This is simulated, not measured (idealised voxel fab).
Title: Process Module voxel ribs on slabs
Pictured: cross-section cut, 275 nm wide, on a grid of 5 nm square cells.
Cross-section format: a grid of square cells, given as bands from top to bottom; each band is one or more rows of cells. Band entry format. Leading values: height of top, height of bottom, nm. Remainder: materials in left-to-right order, each with its width in nm. Special words: "everywhere" on a single material, which then fills the band edge to edge; "empty", empty space. All heights in this document are referenced to 0, defined as the level beneath which the wafer, as received, consists entirely of one material. The lowest band is not bounded below; it extends indefinitely downward and is written in the form "from 0 down". Top row gets the first number, bottom row gets the second, and each row in between changes by the same step: that is how a band width like "30->40" works. Given "no modifications" for a step, no cell of the cross-section differs between before and after that step. You'll see "Trapped void list" listing empty spaces that have no way open to the top, as long as they're 8 cells or more; the notation is width x height at distance, where the distance is from the left edge, and all of it is in nm. Whatever follows a step's settings on its line is a remark the simulator itself makes about that step. overlay nm, on a step with a mask: how far to the right of its planned place the mask lay; to the left if negative.
Planned process steps
1) RECEIVE, material Si
2) DIRECTIONAL_DEP, material SiO2, thk nm 20
3) DIRECTIONAL_DEP, material polySi, thk nm 15
4) MASKED_ETCH, tone cover, mask id RIB, width nm 15, etch materials polySi, depth nm 5, overlay nm 0
5) PATTERN, tone cover, mask id SLAB, material resist, width nm 45, thk nm 20, overlay nm 0
6) DIRECTIONAL_ETCH, etch materials polySi, depth nm 10
7) STRIP, etch materials resist
8) FILL_DEP, material SiO2, thk nm 25
9) CMP, height nm 55
10) DIRECTIONAL_DEP, material W, thk nm 10
11) MASKED_ETCH, tone cover, mask id HEATER, width nm 25, etch materials W, depth nm 10, overlay nm 0
12) CONFORMAL_DEP, material SiO2, thk nm 5
Delivered wafer in cross-section: state after step 1
from 0 down  Si everywhere
Trapped void list: none
Cross-section, first of two wafers, end of module, run as planned
from 70 to 65  empty (120); SiO2 (35); empty (120)
from 65 to 60  empty (120); SiO2 (5); W (25); SiO2 (5); empty (120)
from 60 to 55  SiO2 (125); W (25); SiO2 (125)
from 55 to 35  SiO2 everywhere
from 35 to 30  SiO2 (130); polySi (15); SiO2 (130)
from 30 to 20  SiO2 (115); polySi (45); SiO2 (115)
from 20 to 0  SiO2 everywhere
from 0 down  Si everywhere
Trapped void list: none
Second wafer of the two, sectioned at the end of the module. It began like the first and followed the same plan, but one mistake was made while running it
from 70 to 65  empty (120); SiO2 (35); empty (120)
from 65 to 60  empty (120); SiO2 (5); W (25); SiO2 (5); empty (120)
from 60 to 55  SiO2 (125); W (25); SiO2 (125)
from 55 to 50  SiO2 everywhere
from 50 to 45  SiO2 (130); polySi (15); SiO2 (130)
from 45 to 35  SiO2 (115); polySi (45); SiO2 (115)
from 35 to 20  polySi everywhere
from 20 to 0  SiO2 everywhere
from 0 down  Si everywhere
Trapped void list: none
What broke from the plan during processing? twice, step 3 of the plan was run
In the final state, the cell counts of the second wafer exceed or fall short of those of the first for the following materials: 165 fewer of SiO2; 165 more of polySi
